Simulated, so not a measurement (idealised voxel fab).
You're looking at the process module voxel self aligned vias.
cross-section cut | 140 nm wide | cells 5 nm
Format of a cross-section: grid, square cells. Given as bands. Order: top down. Band: one or more rows of cells.
Within each band entry, the heights of the top and of the bottom of the band appear first, in that order and in nm; the materials of the band then follow from left to right, each with its corresponding width in nm. The designation "all across" on a single material indicates that it fills the band from edge to edge; the designation "air" indicates empty space.
Measure heights from 0. That's the level where, below it, the as-received wafer is all one material. The lowest band is bottomless and extends downward; write it as in "0 nm and below".
Width spec "30..40" -> top row of cells at first value, bottom row at second value, equal per-row change in between.
Where the words "remains unaltered" appear for a step, the cross-section shows no cell changed by that step; every cell remained as before.
Basically, "Sealed internal voids" tells you about the enclosed voids: empty spaces with no open way to the top, 8 cells or bigger, each written width x height at distance, where distance is from the left edge, all in nm.
That trailing text on a step's line, after the settings, is the simulator's own remark on the step.
What "overlay nm" on a step's line means: if the step has a mask, that mask lay this far to the right of its planned place, or, when the value is negative, to the left.
Before/after cross-section pairs, one process step each; after shown to lowest changed band; step and settings beneath. Pairs may be from different runs of this module on the same starting wafer; a pair continues from the one above only where its "Before this step" entry says so.

Before this step:
  0 nm and below: Si all across
  Sealed internal voids: none

Section After Processing:
  15 nm to 0 nm: SiO2 all across
  For the remainder of the cross-section, below 0, there is no change.
  Sealed internal voids: none
Between the two cross-sections shown above lies CONFORMAL_DEP: material SiO2, thk nm 15

Before this step: this step begins from the cross-section that the pair just above shows after its step.

Section After Processing:
  20 nm to 15 nm: SiCN all across
  For the remainder of the cross-section, below 15, there is no change.
  Sealed internal voids: none
Between the two cross-sections shown above lies CONFORMAL_DEP: material SiCN, thk nm 5

Before this step: this step begins from the cross-section that the pair just above shows after its step.

Section After Processing:
  50 nm to 20 nm: SiO2 all across
  For the remainder of the cross-section, below 20, there is no change.
  Sealed internal voids: none
Between the two cross-sections shown above lies DIRECTIONAL_DEP: material SiO2, thk nm 30

Before this step: this step begins from the cross-section that the pair just above shows after its step.

Section After Processing:
  60 nm to 50 nm: aC all across
  For the remainder of the cross-section, below 50, there is no change.
  Sealed internal voids: none
Between the two cross-sections shown above lies DIRECTIONAL_DEP: material aC, thk nm 10

Before this step: this step begins from the cross-section that the pair just above shows after its step.

Section After Processing:
  90 nm to 60 nm: resist 25 nm | air 25 nm | resist 35 nm | air 25 nm | resist 30 nm
  For the remainder of the cross-section, below 60, there is no change.
  Sealed internal voids: none
Between the two cross-sections shown above lies PATTERN: tone open, mask id LINES, material resist, width nm 25, pitch nm 60, thk nm 30, overlay nm 0

Before this step: this step begins from the cross-section that the pair just above shows after its step.

Section After Processing:
  80 nm to 60 nm: resist 25 nm | air 25 nm | resist 35 nm | air 25 nm | resist 30 nm
  60 nm to 50 nm: aC 25 nm | air 25 nm | aC 35 nm | air 25 nm | aC 30 nm
  For the remainder of the cross-section, below 50, there is no change.
  Sealed internal voids: none
Between the two cross-sections shown above lies DIRECTIONAL_ETCH: etch materials aC, depth nm 10

Before this step: this step begins from the cross-section that the pair just above shows after its step.

Section After Processing:
  60 nm to 50 nm: aC 25 nm | air 25 nm | aC 35 nm | air 25 nm | aC 30 nm
  For the remainder of the cross-section, below 50, there is no change.
  Sealed internal voids: none
Between the two cross-sections shown above lies STRIP: etch materials resist

Before this step: this step begins from the cross-section that the pair just above shows after its step.

Section After Processing:
  60 nm to 50 nm: aC 25 nm | air 25 nm | aC 35 nm | air 25 nm | aC 30 nm
  50 nm to 20 nm: SiO2 25 nm | air 25 nm | SiO2 35 nm | air 25 nm | SiO2 30 nm
  For the remainder of the cross-section, below 20, there is no change.
  Sealed internal voids: none
Between the two cross-sections shown above lies DIRECTIONAL_ETCH: etch materials SiO2, depth nm 30

Before this step: this step begins from the cross-section that the pair just above shows after its step.

Section After Processing:
  50 nm to 20 nm: SiO2 25 nm | air 25 nm | SiO2 35 nm | air 25 nm | SiO2 30 nm
  For the remainder of the cross-section, below 20, there is no change.
  Sealed internal voids: none
Between the two cross-sections shown above lies STRIP: etch materials aC

Before this step: this step begins from the cross-section that the pair just above shows after its step.

Section After Processing:
  55 nm to 50 nm: TiN 30 nm | air 15 nm | TiN 45 nm | air 15 nm | TiN 35 nm
  50 nm to 25 nm: SiO2 25 nm | TiN 5 nm | air 15 nm | TiN 5 nm | SiO2 35 nm | TiN 5 nm | air 15 nm | TiN 5 nm | SiO2 30 nm
  25 nm to 20 nm: SiO2 25 nm | TiN 25 nm | SiO2 35 nm | TiN 25 nm | SiO2 30 nm
  For the remainder of the cross-section, below 20, there is no change.
  Sealed internal voids: none
Between the two cross-sections shown above lies CONFORMAL_DEP: material TiN, thk nm 5

Before this step: this step begins from the cross-section that the pair just above shows after its step.

Section After Processing:
  65 nm to 55 nm: W all across
  55 nm to 50 nm: TiN 30 nm | W 15 nm | TiN 45 nm | W 15 nm | TiN 35 nm
  50 nm to 25 nm: SiO2 25 nm | TiN 5 nm | W 15 nm | TiN 5 nm | SiO2 35 nm | TiN 5 nm | W 15 nm | TiN 5 nm | SiO2 30 nm
  For the remainder of the cross-section, below 25, there is no change.
  Sealed internal voids: none
Between the two cross-sections shown above lies FILL_DEP: material W, thk nm 10

Before this step: this step begins from the cross-section that the pair just above shows after its step.

Section After Processing:
  50 nm to 25 nm: SiO2 25 nm | TiN 5 nm | W 15 nm | TiN 5 nm | SiO2 35 nm | TiN 5 nm | W 15 nm | TiN 5 nm | SiO2 30 nm
  For the remainder of the cross-section, below 25, there is no change.
  Sealed internal voids: none
Between the two cross-sections shown above lies CMP: height nm 50

Before this step: this step begins from the cross-section that the pair just above shows after its step.

Section After Processing:
  50 nm to 45 nm: SiO2 25 nm | air 25 nm | SiO2 35 nm | air 25 nm | SiO2 30 nm
  For the remainder of the cross-section, below 45, there is no change.
  Sealed internal voids: none
Between the two cross-sections shown above lies SELECTIVE_ETCH: etch materials W Ru TiN, depth nm 5

Before this step: this step begins from the cross-section that the pair just above shows after its step.

Section After Processing:
  60 nm to 50 nm: SiN all across
  50 nm to 45 nm: SiO2 25 nm | SiN 25 nm | SiO2 35 nm | SiN 25 nm | SiO2 30 nm
  For the remainder of the cross-section, below 45, there is no change.
  Sealed internal voids: none
Between the two cross-sections shown above lies FILL_DEP: material SiN, thk nm 10

Before this step: this step begins from the cross-section that the pair just above shows after its step.

Section After Processing:
  50 nm to 45 nm: SiO2 25 nm | SiN 25 nm | SiO2 35 nm | SiN 25 nm | SiO2 30 nm
  For the remainder of the cross-section, below 45, there is no change.
  Sealed internal voids: none
Between the two cross-sections shown above lies CMP: height nm 50

Before this step: this step begins from the cross-section that the pair just above shows after its step.

Section After Processing:
  70 nm to 50 nm: SiO2 all across
  For the remainder of the cross-section, below 50, there is no change.
  Sealed internal voids: none
Between the two cross-sections shown above lies DIRECTIONAL_DEP: material SiO2, thk nm 20

Before this step: this step begins from the cross-section that the pair just above shows after its step.

Section After Processing:
  85 nm to 70 nm: aC all across
  For the remainder of the cross-section, below 70, there is no change.
  Sealed internal voids: none
Between the two cross-sections shown above lies DIRECTIONAL_DEP: material aC, thk nm 15

Before this step: this step begins from the cross-section that the pair just above shows after its step.

Section After Processing:
  120 nm to 85 nm: resist 20 nm | air 35 nm | resist 85 nm
  For the remainder of the cross-section, below 85, there is no change.
  Sealed internal voids: none
Between the two cross-sections shown above lies PATTERN: tone open, mask id VIAS, material resist, width nm 35, thk nm 35, overlay nm 0

Before this step: this step begins from the cross-section that the pair just above shows after its step.

Section After Processing:
  105 nm to 85 nm: resist 20 nm | air 35 nm | resist 85 nm
  85 nm to 70 nm: aC 20 nm | air 35 nm | aC 85 nm
  For the remainder of the cross-section, below 70, there is no change.
  Sealed internal voids: none
Between the two cross-sections shown above lies DIRECTIONAL_ETCH: etch materials aC, depth nm 15

Before this step: this step begins from the cross-section that the pair just above shows after its step.

Section After Processing:
  85 nm to 70 nm: aC 20 nm | air 35 nm | aC 85 nm
  For the remainder of the cross-section, below 70, there is no change.
  Sealed internal voids: none
Between the two cross-sections shown above lies STRIP: etch materials resist

Before this step: this step begins from the cross-section that the pair just above shows after its step.

Section After Processing:
  85 nm to 70 nm: aC 20 nm | air 35 nm | aC 85 nm
  70 nm to 50 nm: SiO2 20 nm | air 35 nm | SiO2 85 nm
  For the remainder of the cross-section, below 50, there is no change.
  Sealed internal voids: none
Between the two cross-sections shown above lies DIRECTIONAL_ETCH: etch materials SiO2, depth nm 20

Before this step: this step begins from the cross-section that the pair just above shows after its step.

Section After Processing:
  85 nm to 70 nm: aC 20 nm | air 35 nm | aC 85 nm
  70 nm to 50 nm: SiO2 20 nm | air 35 nm | SiO2 85 nm
  50 nm to 45 nm: SiO2 25 nm | air 25 nm | SiO2 35 nm | SiN 25 nm | SiO2 30 nm
  For the remainder of the cross-section, below 45, there is no change.
  Sealed internal voids: none
Between the two cross-sections shown above lies DIRECTIONAL_ETCH: etch materials SiN, depth nm 5

Before this step: this step begins from the cross-section that the pair just above shows after its step.

Section After Processing:
  70 nm to 50 nm: SiO2 20 nm | air 35 nm | SiO2 85 nm
  For the remainder of the cross-section, below 50, there is no change.
  Sealed internal voids: none
Between the two cross-sections shown above lies STRIP: etch materials aC

Before this step: this step begins from the cross-section that the pair just above shows after its step.

Section After Processing:
  75 nm to 70 nm: TiN 25 nm | air 25 nm | TiN 90 nm
  70 nm to 55 nm: SiO2 20 nm | TiN 5 nm | air 25 nm | TiN 5 nm | SiO2 85 nm
  55 nm to 50 nm: SiO2 20 nm | TiN 10 nm | air 15 nm | TiN 10 nm | SiO2 85 nm
  50 nm to 45 nm: SiO2 25 nm | TiN 25 nm | SiO2 35 nm | SiN 25 nm | SiO2 30 nm
  For the remainder of the cross-section, below 45, there is no change.
  Sealed internal voids: none
Between the two cross-sections shown above lies CONFORMAL_DEP: material TiN, thk nm 5

Before this step: this step begins from the cross-section that the pair just above shows after its step.

Section After Processing:
  85 nm to 75 nm: Ru all across
  75 nm to 70 nm: TiN 25 nm | Ru 25 nm | TiN 90 nm
  70 nm to 55 nm: SiO2 20 nm | TiN 5 nm | Ru 25 nm | TiN 5 nm | SiO2 85 nm
  55 nm to 50 nm: SiO2 20 nm | TiN 10 nm | Ru 15 nm | TiN 10 nm | SiO2 85 nm
  For the remainder of the cross-section, below 50, there is no change.
  Sealed internal voids: none
Between the two cross-sections shown above lies FILL_DEP: material Ru, thk nm 10

Before this step: this step begins from the cross-section that the pair just above shows after its step.

Section After Processing:
  70 nm to 55 nm: SiO2 20 nm | TiN 5 nm | Ru 25 nm | TiN 5 nm | SiO2 85 nm
  For the remainder of the cross-section, below 55, there is no change.
  Sealed internal voids: none
Between the two cross-sections shown above lies CMP: height nm 70

Before this step: this step begins from the cross-section that the pair just above shows after its step.

Section After Processing:
  75 nm to 70 nm: SiN all across
  For the remainder of the cross-section, below 70, there is no change.
  Sealed internal voids: none
Between the two cross-sections shown above lies CONFORMAL_DEP: material SiN, thk nm 5

Before this step:
  0 nm and below: Si all across
  Sealed internal voids: none

Section After Processing:
  5 nm to 0 nm: SiCN all across
  For the remainder of the cross-section, below 0, there is no change.
  Sealed internal voids: none
Between the two cross-sections shown above lies CONFORMAL_DEP: material SiCN, thk nm 5

Before this step: this step begins from the cross-section that the pair just above shows after its step.

Section After Processing:
  35 nm to 5 nm: SiO2 all across
  For the remainder of the cross-section, below 5, there is no change.
  Sealed internal voids: none
Between the two cross-sections shown above lies DIRECTIONAL_DEP: material SiO2, thk nm 30

Before this step: this step begins from the cross-section that the pair just above shows after its step.

Section After Processing:
  45 nm to 35 nm: aC all across
  For the remainder of the cross-section, below 35, there is no change.
  Sealed internal voids: none
Between the two cross-sections shown above lies DIRECTIONAL_DEP: material aC, thk nm 10

Before this step: this step begins from the cross-section that the pair just above shows after its step.

Section After Processing:
  75 nm to 45 nm: resist 25 nm | air 25 nm | resist 35 nm | air 25 nm | resist 30 nm
  For the remainder of the cross-section, below 45, there is no change.
  Sealed internal voids: none
Between the two cross-sections shown above lies PATTERN: tone open, mask id LINES, material resist, width nm 25, pitch nm 60, thk nm 30, overlay nm 0

Before this step: this step begins from the cross-section that the pair just above shows after its step.

Section After Processing:
  65 nm to 45 nm: resist 25 nm | air 25 nm | resist 35 nm | air 25 nm | resist 30 nm
  45 nm to 35 nm: aC 25 nm | air 25 nm | aC 35 nm | air 25 nm | aC 30 nm
  For the remainder of the cross-section, below 35, there is no change.
  Sealed internal voids: none
Between the two cross-sections shown above lies DIRECTIONAL_ETCH: etch materials aC, depth nm 10

Before this step: this step begins from the cross-section that the pair just above shows after its step.

Section After Processing:
  45 nm to 35 nm: aC 25 nm | air 25 nm | aC 35 nm | air 25 nm | aC 30 nm
  For the remainder of the cross-section, below 35, there is no change.
  Sealed internal voids: none
Between the two cross-sections shown above lies STRIP: etch materials resist

Before this step: this step begins from the cross-section that the pair just above shows after its step.

Section After Processing:
  45 nm to 35 nm: aC 25 nm | air 25 nm | aC 35 nm | air 25 nm | aC 30 nm
  35 nm to 5 nm: SiO2 25 nm | air 25 nm | SiO2 35 nm | air 25 nm | SiO2 30 nm
  For the remainder of the cross-section, below 5, there is no change.
  Sealed internal voids: none
Between the two cross-sections shown above lies DIRECTIONAL_ETCH: etch materials SiO2, depth nm 30

Before this step: this step begins from the cross-section that the pair just above shows after its step.

Section After Processing:
  35 nm to 5 nm: SiO2 25 nm | air 25 nm | SiO2 35 nm | air 25 nm | SiO2 30 nm
  For the remainder of the cross-section, below 5, there is no change.
  Sealed internal voids: none
Between the two cross-sections shown above lies STRIP: etch materials aC

Before this step: this step begins from the cross-section that the pair just above shows after its step.

Section After Processing:
  40 nm to 35 nm: TiN 30 nm | air 15 nm | TiN 45 nm | air 15 nm | TiN 35 nm
  35 nm to 10 nm: SiO2 25 nm | TiN 5 nm | air 15 nm | TiN 5 nm | SiO2 35 nm | TiN 5 nm | air 15 nm | TiN 5 nm | SiO2 30 nm
  10 nm to 5 nm: SiO2 25 nm | TiN 25 nm | SiO2 35 nm | TiN 25 nm | SiO2 30 nm
  For the remainder of the cross-section, below 5, there is no change.
  Sealed internal voids: none
Between the two cross-sections shown above lies CONFORMAL_DEP: material TiN, thk nm 5

Before this step: this step begins from the cross-section that the pair just above shows after its step.

Section After Processing:
  50 nm to 40 nm: W all across
  40 nm to 35 nm: TiN 30 nm | W 15 nm | TiN 45 nm | W 15 nm | TiN 35 nm
  35 nm to 10 nm: SiO2 25 nm | TiN 5 nm | W 15 nm | TiN 5 nm | SiO2 35 nm | TiN 5 nm | W 15 nm | TiN 5 nm | SiO2 30 nm
  For the remainder of the cross-section, below 10, there is no change.
  Sealed internal voids: none
Between the two cross-sections shown above lies FILL_DEP: material W, thk nm 10

Before this step: this step begins from the cross-section that the pair just above shows after its step.

Section After Processing:
  45 nm to 40 nm: W all across
  For the remainder of the cross-section, below 40, there is no change.
  Sealed internal voids: none
Between the two cross-sections shown above lies SELECTIVE_ETCH: etch materials W Ru TiN, depth nm 5

Before this step: this step begins from the cross-section that the pair just above shows after its step.

Section After Processing:
  55 nm to 45 nm: SiN all across
  For the remainder of the cross-section, below 45, there is no change.
  Sealed internal voids: none
Between the two cross-sections shown above lies FILL_DEP: material SiN, thk nm 10

Before this step: this step begins from the cross-section that the pair just above shows after its step.

Section After Processing:
  50 nm to 45 nm: SiN all across
  For the remainder of the cross-section, below 45, there is no change.
  Sealed internal voids: none
Between the two cross-sections shown above lies CMP: height nm 50

Before this step: this step begins from the cross-section that the pair just above shows after its step.

Section After Processing:
  70 nm to 50 nm: SiO2 all across
  For the remainder of the cross-section, below 50, there is no change.
  Sealed internal voids: none
Between the two cross-sections shown above lies DIRECTIONAL_DEP: material SiO2, thk nm 20

Before this step: this step begins from the cross-section that the pair just above shows after its step.

Section After Processing:
  85 nm to 70 nm: aC all across
  For the remainder of the cross-section, below 70, there is no change.
  Sealed internal voids: none
Between the two cross-sections shown above lies DIRECTIONAL_DEP: material aC, thk nm 15

Before this step: this step begins from the cross-section that the pair just above shows after its step.

Section After Processing:
  120 nm to 85 nm: resist 20 nm | air 35 nm | resist 85 nm
  For the remainder of the cross-section, below 85, there is no change.
  Sealed internal voids: none
Between the two cross-sections shown above lies PATTERN: tone open, mask id VIAS, material resist, width nm 35, thk nm 35, overlay nm 0

Before this step: this step begins from the cross-section that the pair just above shows after its step.

Section After Processing:
  105 nm to 85 nm: resist 20 nm | air 35 nm | resist 85 nm
  85 nm to 70 nm: aC 20 nm | air 35 nm | aC 85 nm
  For the remainder of the cross-section, below 70, there is no change.
  Sealed internal voids: none
Between the two cross-sections shown above lies DIRECTIONAL_ETCH: etch materials aC, depth nm 15

Before this step: this step begins from the cross-section that the pair just above shows after its step.

Section After Processing:
  85 nm to 70 nm: aC 20 nm | air 35 nm | aC 85 nm
  For the remainder of the cross-section, below 70, there is no change.
  Sealed internal voids: none
Between the two cross-sections shown above lies STRIP: etch materials resist

Before this step: this step begins from the cross-section that the pair just above shows after its step.

Section After Processing:
  85 nm to 70 nm: aC 20 nm | air 35 nm | aC 85 nm
  70 nm to 50 nm: SiO2 20 nm | air 35 nm | SiO2 85 nm
  For the remainder of the cross-section, below 50, there is no change.
  Sealed internal voids: none
Between the two cross-sections shown above lies DIRECTIONAL_ETCH: etch materials SiO2, depth nm 20

Before this step: this step begins from the cross-section that the pair just above shows after its step.

Section After Processing:
  85 nm to 70 nm: aC 20 nm | air 35 nm | aC 85 nm
  70 nm to 50 nm: SiO2 20 nm | air 35 nm | SiO2 85 nm
  50 nm to 45 nm: SiN 20 nm | air 35 nm | SiN 85 nm
  For the remainder of the cross-section, below 45, there is no change.
  Sealed internal voids: none
Between the two cross-sections shown above lies DIRECTIONAL_ETCH: etch materials SiN, depth nm 5

Before this step: this step begins from the cross-section that the pair just above shows after its step.

Section After Processing:
  70 nm to 50 nm: SiO2 20 nm | air 35 nm | SiO2 85 nm
  For the remainder of the cross-section, below 50, there is no change.
  Sealed internal voids: none
Between the two cross-sections shown above lies STRIP: etch materials aC

Before this step: this step begins from the cross-section that the pair just above shows after its step.

Section After Processing:
  75 nm to 70 nm: TiN 25 nm | air 25 nm | TiN 90 nm
  70 nm to 50 nm: SiO2 20 nm | TiN 5 nm | air 25 nm | TiN 5 nm | SiO2 85 nm
  50 nm to 45 nm: SiN 20 nm | TiN 35 nm | SiN 85 nm
  For the remainder of the cross-section, below 45, there is no change.
  Sealed internal voids: none
Between the two cross-sections shown above lies CONFORMAL_DEP: material TiN, thk nm 5

Before this step: this step begins from the cross-section that the pair just above shows after its step.

Section After Processing:
  85 nm to 75 nm: Ru all across
  75 nm to 70 nm: TiN 25 nm | Ru 25 nm | TiN 90 nm
  70 nm to 50 nm: SiO2 20 nm | TiN 5 nm | Ru 25 nm | TiN 5 nm | SiO2 85 nm
  For the remainder of the cross-section, below 50, there is no change.
  Sealed internal voids: none
Between the two cross-sections shown above lies FILL_DEP: material Ru, thk nm 10

Before this step: this step begins from the cross-section that the pair just above shows after its step.

Section After Processing:
  70 nm to 50 nm: SiO2 20 nm | TiN 5 nm | Ru 25 nm | TiN 5 nm | SiO2 85 nm
  For the remainder of the cross-section, below 50, there is no change.
  Sealed internal voids: none
Between the two cross-sections shown above lies CMP: height nm 70

Before this step: this step begins from the cross-section that the pair just above shows after its step.

Section After Processing:
  75 nm to 70 nm: SiN all across
  For the remainder of the cross-section, below 70, there is no change.
  Sealed internal voids: none
Between the two cross-sections shown above lies CONFORMAL_DEP: material SiN, thk nm 5

Before this step:
  85 nm to 70 nm: aC 20 nm | air 35 nm | aC 85 nm
  70 nm to 50 nm: SiO2 20 nm | air 35 nm | SiO2 85 nm
  50 nm to 45 nm: SiO2 25 nm | SiN 25 nm | SiO2 35 nm | SiN 25 nm | SiO2 30 nm
  45 nm to 25 nm: SiO2 25 nm | TiN 5 nm | W 15 nm | TiN 5 nm | SiO2 35 nm | TiN 5 nm | W 15 nm | TiN 5 nm | SiO2 30 nm
  25 nm to 20 nm: SiO2 25 nm | TiN 25 nm | SiO2 35 nm | TiN 25 nm | SiO2 30 nm
  20 nm to 15 nm: SiCN all across
  15 nm to 0 nm: SiO2 all across
  0 nm and below: Si all across
  Sealed internal voids: none

Section After Processing:
  85 nm to 70 nm: aC 20 nm | air 35 nm | aC 85 nm
  70 nm to 50 nm: SiO2 20 nm | air 35 nm | SiO2 85 nm
  50 nm to 45 nm: SiO2 20 nm | air 5 nm | SiN 25 nm | air 5 nm | SiO2 30 nm | SiN 25 nm | SiO2 30 nm
  45 nm to 30 nm: SiO2 20 nm | air 5 nm | TiN 5 nm | W 15 nm | TiN 5 nm | air 5 nm | SiO2 30 nm | TiN 5 nm | W 15 nm | TiN 5 nm | SiO2 30 nm
  For the remainder of the cross-section, below 30, there is no change.
  Sealed internal voids: none
Between the two cross-sections shown above lies DIRECTIONAL_ETCH: etch materials SiO2, depth nm 20

Before this step: this step begins from the cross-section that the pair just above shows after its step.

Section After Processing:
  85 nm to 70 nm: aC 20 nm | air 35 nm | aC 85 nm
  70 nm to 50 nm: SiO2 20 nm | air 35 nm | SiO2 85 nm
  50 nm to 45 nm: SiO2 20 nm | air 35 nm | SiO2 30 nm | SiN 25 nm | SiO2 30 nm
  For the remainder of the cross-section, below 45, there is no change.
  Sealed internal voids: none
Between the two cross-sections shown above lies DIRECTIONAL_ETCH: etch materials SiN, depth nm 5

Before this step: this step begins from the cross-section that the pair just above shows after its step.

Section After Processing:
  70 nm to 50 nm: SiO2 20 nm | air 35 nm | SiO2 85 nm
  For the remainder of the cross-section, below 50, there is no change.
  Sealed internal voids: none
Between the two cross-sections shown above lies STRIP: etch materials aC

Before this step: this step begins from the cross-section that the pair just above shows after its step.

Section After Processing:
  75 nm to 70 nm: TiN 25 nm | air 25 nm | TiN 90 nm
  70 nm to 50 nm: SiO2 20 nm | TiN 5 nm | air 25 nm | TiN 5 nm | SiO2 85 nm
  50 nm to 45 nm: SiO2 20 nm | TiN 35 nm | SiO2 30 nm | SiN 25 nm | SiO2 30 nm
  45 nm to 30 nm: SiO2 20 nm | TiN 10 nm | W 15 nm | TiN 10 nm | SiO2 30 nm | TiN 5 nm | W 15 nm | TiN 5 nm | SiO2 30 nm
  For the remainder of the cross-section, below 30, there is no change.
  Sealed internal voids: none
Between the two cross-sections shown above lies CONFORMAL_DEP: material TiN, thk nm 5

Before this step: this step begins from the cross-section that the pair just above shows after its step.

Section After Processing:
  85 nm to 75 nm: Ru all across
  75 nm to 70 nm: TiN 25 nm | Ru 25 nm | TiN 90 nm
  70 nm to 50 nm: SiO2 20 nm | TiN 5 nm | Ru 25 nm | TiN 5 nm | SiO2 85 nm
  For the remainder of the cross-section, below 50, there is no change.
  Sealed internal voids: none
Between the two cross-sections shown above lies FILL_DEP: material Ru, thk nm 10

Before this step: this step begins from the cross-section that the pair just above shows after its step.

Section After Processing:
  70 nm to 50 nm: SiO2 20 nm | TiN 5 nm | Ru 25 nm | TiN 5 nm | SiO2 85 nm
  For the remainder of the cross-section, below 50, there is no change.
  Sealed internal voids: none
Between the two cross-sections shown above lies CMP: height nm 70

Before this step: this step begins from the cross-section that the pair just above shows after its step.

Section After Processing:
  75 nm to 70 nm: SiN all across
  For the remainder of the cross-section, below 70, there is no change.
  Sealed internal voids: none
Between the two cross-sections shown above lies CONFORMAL_DEP: material SiN, thk nm 5

Before this step:
  15 nm to 0 nm: SiO2 all across
  0 nm and below: Si all across
  Sealed internal voids: none

Section After Processing:
  45 nm to 0 nm: SiO2 all across
  For the remainder of the cross-section, below 0, there is no change.
  Sealed internal voids: none
Between the two cross-sections shown above lies DIRECTIONAL_DEP: material SiO2, thk nm 30

Before this step: this step begins from the cross-section that the pair just above shows after its step.

Section After Processing:
  50 nm to 45 nm: SiCN all across
  For the remainder of the cross-section, below 45, there is no change.
  Sealed internal voids: none
Between the two cross-sections shown above lies CONFORMAL_DEP: material SiCN, thk nm 5

Before this step: this step begins from the cross-section that the pair just above shows after its step.

Section After Processing:
  60 nm to 50 nm: aC all across
  For the remainder of the cross-section, below 50, there is no change.
  Sealed internal voids: none
Between the two cross-sections shown above lies DIRECTIONAL_DEP: material aC, thk nm 10

Before this step: this step begins from the cross-section that the pair just above shows after its step.

Section After Processing:
  90 nm to 60 nm: resist 25 nm | air 25 nm | resist 35 nm | air 25 nm | resist 30 nm
  For the remainder of the cross-section, below 60, there is no change.
  Sealed internal voids: none
Between the two cross-sections shown above lies PATTERN: tone open, mask id LINES, material resist, width nm 25, pitch nm 60, thk nm 30, overlay nm 0

Before this step: this step begins from the cross-section that the pair just above shows after its step.

Section After Processing:
  80 nm to 60 nm: resist 25 nm | air 25 nm | resist 35 nm | air 25 nm | resist 30 nm
  60 nm to 50 nm: aC 25 nm | air 25 nm | aC 35 nm | air 25 nm | aC 30 nm
  For the remainder of the cross-section, below 50, there is no change.
  Sealed internal voids: none
Between the two cross-sections shown above lies DIRECTIONAL_ETCH: etch materials aC, depth nm 10

Before this step: this step begins from the cross-section that the pair just above shows after its step.

Section After Processing:
  60 nm to 50 nm: aC 25 nm | air 25 nm | aC 35 nm | air 25 nm | aC 30 nm
  For the remainder of the cross-section, below 50, there is no change.
  Sealed internal voids: none
Between the two cross-sections shown above lies STRIP: etch materials resist

Before this step: this step begins from the cross-section that the pair just above shows after its step.

Section After Processing:
  50 nm to 45 nm: SiCN all across
  For the remainder of the cross-section, below 45, there is no change.
  Sealed internal voids: none
Between the two cross-sections shown above lies STRIP: etch materials aC

Before this step: this step begins from the cross-section that the pair just above shows after its step.

Section After Processing:
  55 nm to 50 nm: TiN all across
  For the remainder of the cross-section, below 50, there is no change.
  Sealed internal voids: none
Between the two cross-sections shown above lies CONFORMAL_DEP: material TiN, thk nm 5

Before this step: this step begins from the cross-section that the pair just above shows after its step.

Section After Processing:
  65 nm to 55 nm: W all across
  For the remainder of the cross-section, below 55, there is no change.
  Sealed internal voids: none
Between the two cross-sections shown above lies FILL_DEP: material W, thk nm 10

Before this step: this step begins from the cross-section that the pair just above shows after its step.

Section After Processing:
  50 nm to 45 nm: SiCN all across
  For the remainder of the cross-section, below 45, there is no change.
  Sealed internal voids: none
Between the two cross-sections shown above lies CMP: height nm 50

Before this step: this step begins from the cross-section that the pair just above shows after its step.

Section After Processing:
  60 nm to 50 nm: SiN all across
  For the remainder of the cross-section, below 50, there is no change.
  Sealed internal voids: none
Between the two cross-sections shown above lies FILL_DEP: material SiN, thk nm 10

Before this step: this step begins from the cross-section that the pair just above shows after its step.

Section After Processing:
  50 nm to 45 nm: SiCN all across
  For the remainder of the cross-section, below 45, there is no change.
  Sealed internal voids: none
Between the two cross-sections shown above lies CMP: height nm 50

Before this step: this step begins from the cross-section that the pair just above shows after its step.

Section After Processing:
  70 nm to 50 nm: SiO2 all across
  For the remainder of the cross-section, below 50, there is no change.
  Sealed internal voids: none
Between the two cross-sections shown above lies DIRECTIONAL_DEP: material SiO2, thk nm 20

Before this step: this step begins from the cross-section that the pair just above shows after its step.

Section After Processing:
  85 nm to 70 nm: aC all across
  For the remainder of the cross-section, below 70, there is no change.
  Sealed internal voids: none
Between the two cross-sections shown above lies DIRECTIONAL_DEP: material aC, thk nm 15

Before this step: this step begins from the cross-section that the pair just above shows after its step.

Section After Processing:
  120 nm to 85 nm: resist 20 nm | air 35 nm | resist 85 nm
  For the remainder of the cross-section, below 85, there is no change.
  Sealed internal voids: none
Between the two cross-sections shown above lies PATTERN: tone open, mask id VIAS, material resist, width nm 35, thk nm 35, overlay nm 0

Before this step: this step begins from the cross-section that the pair just above shows after its step.

Section After Processing:
  105 nm to 85 nm: resist 20 nm | air 35 nm | resist 85 nm
  85 nm to 70 nm: aC 20 nm | air 35 nm | aC 85 nm
  For the remainder of the cross-section, below 70, there is no change.
  Sealed internal voids: none
Between the two cross-sections shown above lies DIRECTIONAL_ETCH: etch materials aC, depth nm 15

Before this step: this step begins from the cross-section that the pair just above shows after its step.

Section After Processing:
  85 nm to 70 nm: aC 20 nm | air 35 nm | aC 85 nm
  For the remainder of the cross-section, below 70, there is no change.
  Sealed internal voids: none
Between the two cross-sections shown above lies STRIP: etch materials resist

Before this step: this step begins from the cross-section that the pair just above shows after its step.

Section After Processing:
  85 nm to 70 nm: aC 20 nm | air 35 nm | aC 85 nm
  70 nm to 50 nm: SiO2 20 nm | air 35 nm | SiO2 85 nm
  For the remainder of the cross-section, below 50, there is no change.
  Sealed internal voids: none
Between the two cross-sections shown above lies DIRECTIONAL_ETCH: etch materials SiO2, depth nm 20

Before this step: this step begins from the cross-section that the pair just above shows after its step.

Section After Processing:
  70 nm to 50 nm: SiO2 20 nm | air 35 nm | SiO2 85 nm
  For the remainder of the cross-section, below 50, there is no change.
  Sealed internal voids: none
Between the two cross-sections shown above lies STRIP: etch materials aC

Before this step: this step begins from the cross-section that the pair just above shows after its step.

Section After Processing:
  75 nm to 70 nm: TiN 25 nm | air 25 nm | TiN 90 nm
  70 nm to 55 nm: SiO2 20 nm | TiN 5 nm | air 25 nm | TiN 5 nm | SiO2 85 nm
  55 nm to 50 nm: SiO2 20 nm | TiN 35 nm | SiO2 85 nm
  For the remainder of the cross-section, below 50, there is no change.
  Sealed internal voids: none
Between the two cross-sections shown above lies CONFORMAL_DEP: material TiN, thk nm 5

Before this step: this step begins from the cross-section that the pair just above shows after its step.

Section After Processing:
  85 nm to 75 nm: Ru all across
  75 nm to 70 nm: TiN 25 nm | Ru 25 nm | TiN 90 nm
  70 nm to 55 nm: SiO2 20 nm | TiN 5 nm | Ru 25 nm | TiN 5 nm | SiO2 85 nm
  For the remainder of the cross-section, below 55, there is no change.
  Sealed internal voids: none
Between the two cross-sections shown above lies FILL_DEP: material Ru, thk nm 10

Before this step: this step begins from the cross-section that the pair just above shows after its step.

Section After Processing:
  70 nm to 55 nm: SiO2 20 nm | TiN 5 nm | Ru 25 nm | TiN 5 nm | SiO2 85 nm
  For the remainder of the cross-section, below 55, there is no change.
  Sealed internal voids: none
Between the two cross-sections shown above lies CMP: height nm 70

Before this step: this step begins from the cross-section that the pair just above shows after its step.

Section After Processing:
  75 nm to 70 nm: SiN all across
  For the remainder of the cross-section, below 70, there is no change.
  Sealed internal voids: none
Between the two cross-sections shown above lies CONFORMAL_DEP: material SiN, thk nm 5
